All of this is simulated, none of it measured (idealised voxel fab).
process module | voxel air gaps
cross-section cut | 240 nm wide | cells 5 nm
A cross-section is a grid of square cells, given in bands from the top down. A band is one or more rows of cells.
Each band's line starts with the height of the band's top and of its bottom, in nm. Then come its materials from left to right, each with its width in nm. One material with "throughout" fills the band from edge to edge. "air" is empty space.
Height 0 is the level under which the wafer as received is all one material. The lowest band goes on downwards, as in "0 down".
A width such as "30 to 40" changes by the same amount from each row of cells to the next, from the band's top row to its bottom row.
"no change" after a step means that no cell of the cross-section changed.
closed voids: empty space of 8 cells or more with no open way to the top, each as width x height at its distance from the left edge, in nm
after a step's settings: what the simulator itself notes on the step
overlay nm, on a step with a mask: how far to the right of its planned place the mask lay; to the left if negative
plan
1 op RECEIVE | material Si
2 op CONFORMAL_DEP | material SiO2 | thk nm 15
3 op CONFORMAL_DEP | material SiN | thk nm 5
4 op DIRECTIONAL_DEP | material SiO2 | thk nm 35
5 op DIRECTIONAL_DEP | material aC | thk nm 15
6 op PATTERN | tone open | mask id LINES | material resist | width nm 20 | pitch nm 45 | thk nm 35 | overlay nm 0
7 op DIRECTIONAL_ETCH | etch materials aC | depth nm 15
8 op STRIP | etch materials resist
9 op DIRECTIONAL_ETCH | etch materials SiO2 | depth nm 35
10 op STRIP | etch materials aC
11 op CONFORMAL_DEP | material TiN | thk nm 5
12 op FILL_DEP | material Cu | thk nm 5
13 op CMP | height nm 55
14 op EPI | material Ru | thk nm 10
15 op SELECTIVE_ETCH | etch materials SiO2 | depth nm 45
16 op CONFORMAL_DEP | material SiCN | thk nm 5
as received, after step 1
  0 down: Si throughout
  closed voids: none
first wafer at the end, as planned
  70 to 65: air 25 | SiCN 185 | air 30
  65 to 55: air 25 | SiCN 5 | Ru 40 | SiCN 5 | Ru 40 | SiCN 5 | Ru 40 | SiCN 5 | Ru 40 | SiCN 5 | air 30
  55 to 50: air 25 | SiCN 15 | TiN 5 | Cu 10 | TiN 5 | SiCN 25 | TiN 5 | Cu 10 | TiN 5 | SiCN 25 | TiN 5 | Cu 10 | TiN 5 | SiCN 25 | TiN 5 | Cu 10 | TiN 5 | SiCN 15 | air 30
  50 to 25: air 35 | SiCN 5 | TiN 5 | Cu 10 | TiN 5 | SiCN 5 | air 15 | SiCN 5 | TiN 5 | Cu 10 | TiN 5 | SiCN 5 | air 15 | SiCN 5 | TiN 5 | Cu 10 | TiN 5 | SiCN 5 | air 15 | SiCN 5 | TiN 5 | Cu 10 | TiN 5 | SiCN 5 | air 40
  25 to 20: SiCN 40 | TiN 20 | SiCN 25 | TiN 20 | SiCN 25 | TiN 20 | SiCN 25 | TiN 20 | SiCN 45
  20 to 15: SiN throughout
  15 to 0: SiO2 throughout
  0 down: Si throughout
  closed voids: 15 x 25 at 65; 15 x 25 at 110; 15 x 25 at 155
second wafer at the end: like start, like plan, one mistake
  65 to 55: air 30 | Ru 40 | air 5 | Ru 40 | air 5 | Ru 40 | air 5 | Ru 40 | air 35
  55 to 25: air 40 | TiN 5 | Cu 10 | TiN 5 | air 25 | TiN 5 | Cu 10 | TiN 5 | air 25 | TiN 5 | Cu 10 | TiN 5 | air 25 | TiN 5 | Cu 10 | TiN 5 | air 45
  25 to 20: air 40 | TiN 20 | air 25 | TiN 20 | air 25 | TiN 20 | air 25 | TiN 20 | air 45
  20 to 15: SiN throughout
  15 to 0: SiO2 throughout
  0 down: Si throughout
  closed voids: none
what went wrong: step 16 was left out
at the end the second wafer has, in cells: 140 fewer of SiCN
closed voids at the end (first wafer, second wafer): 3, 0
